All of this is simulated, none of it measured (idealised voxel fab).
The name of this process module is voxel trench capacitor.
Xsec cut, 145 nm wide, square cell size 5 nm.
For the purposes of this document, a cross-section shall be understood as a grid of square cells, specified as bands listed in top-to-bottom order, each band consisting of one or more rows of cells. This entry defines a band. It first specifies the height of the band's top and the height of its bottom in nm, and then specifies the band's materials from left to right, stating each material with its width in nm. The word "all across" identifies a single material that fills the band from edge to edge, while the word "empty" identifies empty space. The level at which height equals 0 is the one under which the wafer, as it arrives, is entirely one material. No lower edge exists for the bottom band, which continues downward and is notated as in "from 0 down". A two-number width, for instance "30..40", indicates that the width is equal to the first number in the top row of the band and to the second number in the bottom row, and that it changes by a constant amount per row of cells. What does "no alterations made" mean for a step? It means no cell of the cross-section changed in that step. Any empty space of 8 cells or more lacking an open way to the top shows up in "Enclosed void catalog" as width x height at distance, distance from the left edge, in nm. Read whatever lies past the settings on a step's line as the simulator's own remark about the step. The optional step-line setting "overlay nm" applies to steps with a mask and quantifies how far to the right of its planned location the mask lay, a negative value indicating leftward placement.
**Set out below are the planned steps of the process**
1: RECEIVE with material Si
2: CONFORMAL_DEP with material SiN, thk nm 10
3: MASKED_ETCH with tone open, mask id TRENCH, width nm 30, pitch nm 45, etch materials SiN, depth nm 10, overlay nm 0
4: MASKED_ETCH with tone open, mask id TRENCH, width nm 30, pitch nm 45, etch materials Si, depth nm 40, overlay nm 0
5: CONFORMAL_DEP with material HfO2, thk nm 5
6: CONFORMAL_DEP with material TiN, thk nm 5
7: FILL_DEP with material W, thk nm 10
8: CMP with height nm 10
**The cross-section here shows the wafer as received, i.e. in its state after step 1**
* from 0 down: Si all across
* Enclosed void catalog: none
**First wafer of two, sectioned at end of module; run went per plan**
* from 10 to 0: SiN=35 | HfO2=5 | TiN=5 | W=10 | TiN=5 | HfO2=5 | SiN=15 | HfO2=5 | TiN=5 | W=10 | TiN=5 | HfO2=5 | SiN=35
* from 0 to -30: Si=35 | HfO2=5 | TiN=5 | W=10 | TiN=5 | HfO2=5 | Si=15 | HfO2=5 | TiN=5 | W=10 | TiN=5 | HfO2=5 | Si=35
* from -30 to -35: Si=35 | HfO2=5 | TiN=20 | HfO2=5 | Si=15 | HfO2=5 | TiN=20 | HfO2=5 | Si=35
* from -35 to -40: Si=35 | HfO2=30 | Si=15 | HfO2=30 | Si=35
* from -40 down: Si all across
* Enclosed void catalog: none
**Now the second wafer, cross-sectioned at the end of the module. Nothing different at the start, nothing different in the plan compared with the first, just one mistake when it was actually run**
* from 10 to 0: SiN=30 | HfO2=5..10 | TiN=10..5 | W=5 | TiN=5 | HfO2=5 | SiN=15 | HfO2=5..10 | TiN=10..5 | W=5 | TiN=5 | HfO2=5 | SiN=40
* from 0 to -30: Si=35 | HfO2=5 | TiN=5 | W=5 | TiN=5 | HfO2=5 | Si=20 | HfO2=5 | TiN=5 | W=5 | TiN=5 | HfO2=5 | Si=40
* from -30 to -35: Si=35 | HfO2=5 | TiN=15 | HfO2=5 | Si=20 | HfO2=5 | TiN=15 | HfO2=5 | Si=40
* from -35 to -40: Si=35 | HfO2=25 | Si=20 | HfO2=25 | Si=40
* from -40 down: Si all across
* Enclosed void catalog: none
Error vs. plan: step 3 off recipe, ran as MASKED_ETCH with tone open, mask id TRENCH, width nm 30, pitch nm 45, etch materials SiN, depth nm 10, overlay nm -5
The second wafer ends with more or fewer cells of some materials than the first, per final count: 16 more of Si; 16 fewer of W
